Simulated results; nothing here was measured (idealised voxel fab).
You're looking at the process module voxel fin reveal.
The figure presents cross-section cut, which has a width of 255 nm and is divided into square cells with an edge length of 5 nm.
Cross-section, as written here: a square-cell grid given band by band from the top down, where a band holds one or more rows of cells. Top, bottom (nm), then materials left to right with widths (nm); lone material tagged "throughout" fills the whole band edge to edge; "empty" = empty space. Basically, 0 is our baseline, since under it the wafer straight out of the box is all one material. The bottom band has no lower end and keeps on going down, so it looks like "0 -> down". It should be noted that a width expressed as "30 to 40" varies in equal increments from row to row of cells within the band, taking the value of the first number at the top row and that of the second number at the bottom row. A step reported as "nothing changed" is a step in which no cell of the cross-section changed. "Closed voids list" means: voids of 8 cells or more that are shut off from the top with no open way through. Written width x height at distance, distance from the left edge, in nm. That trailing text on a step's line, after the settings, is the simulator's own remark on the step. The "overlay nm" setting may appear on a step's line; for a step that uses a mask, it gives how far to the right of its planned position the mask lay, and a negative value indicates the left.
THE STEPS PLANNED FOR THE PROCESS ARE AS FOLLOWS
1: RECEIVE: material Si
2: CONFORMAL_DEP: material SiN, thk nm 5
3: PATTERN: tone cover, mask id FINS, material resist, width nm 15, pitch nm 45, thk nm 15, overlay nm 0
4: DIRECTIONAL_ETCH: etch materials SiN, depth nm 5
5: DIRECTIONAL_ETCH: etch materials Si, depth nm 30
6: STRIP: etch materials resist
7: FILL_DEP: material SiO2, thk nm 5
8: CMP: height nm 5
9: SELECTIVE_ETCH: etch materials SiO2, depth nm 15
10: STRIP: etch materials SiN
INCOMING WAFER IN CROSS-SECTION (STATE: AFTER STEP 1)
0 -> down: Si throughout
Closed voids list: none
FIRST OF TWO WAFERS, END-OF-MODULE SECTION, RUN FOLLOWED PLAN
0 -> -10: empty 50  Si 15  empty 30  Si 15  empty 30  Si 15  empty 30  Si 15  empty 55
-10 -> -30: SiO2 50  Si 15  SiO2 30  Si 15  SiO2 30  Si 15  SiO2 30  Si 15  SiO2 55
-30 -> down: Si throughout
Closed voids list: none
CROSS-SECTIONAL VIEW: SECOND OF TWO WAFERS, END OF MODULE; START AND PLAN IDENTICAL TO THE FIRST, ONE MISTAKE IN RUNNING
0 -> -10: empty 45  Si 25  empty 20  Si 25  empty 20  Si 25  empty 20  Si 25  empty 50
-10 -> -30: SiO2 45  Si 25  SiO2 20  Si 25  SiO2 20  Si 25  SiO2 20  Si 25  SiO2 50
-30 -> down: Si throughout
Closed voids list: none
Deviation noted in wafer processing: step 3 ran as: PATTERN: tone cover, mask id FINS, material resist, width nm 25, pitch nm 45, thk nm 15, overlay nm 0
Heads up, by the end the second wafer has more or fewer cells of some materials compared to the first: Si +48 | SiO2 -32
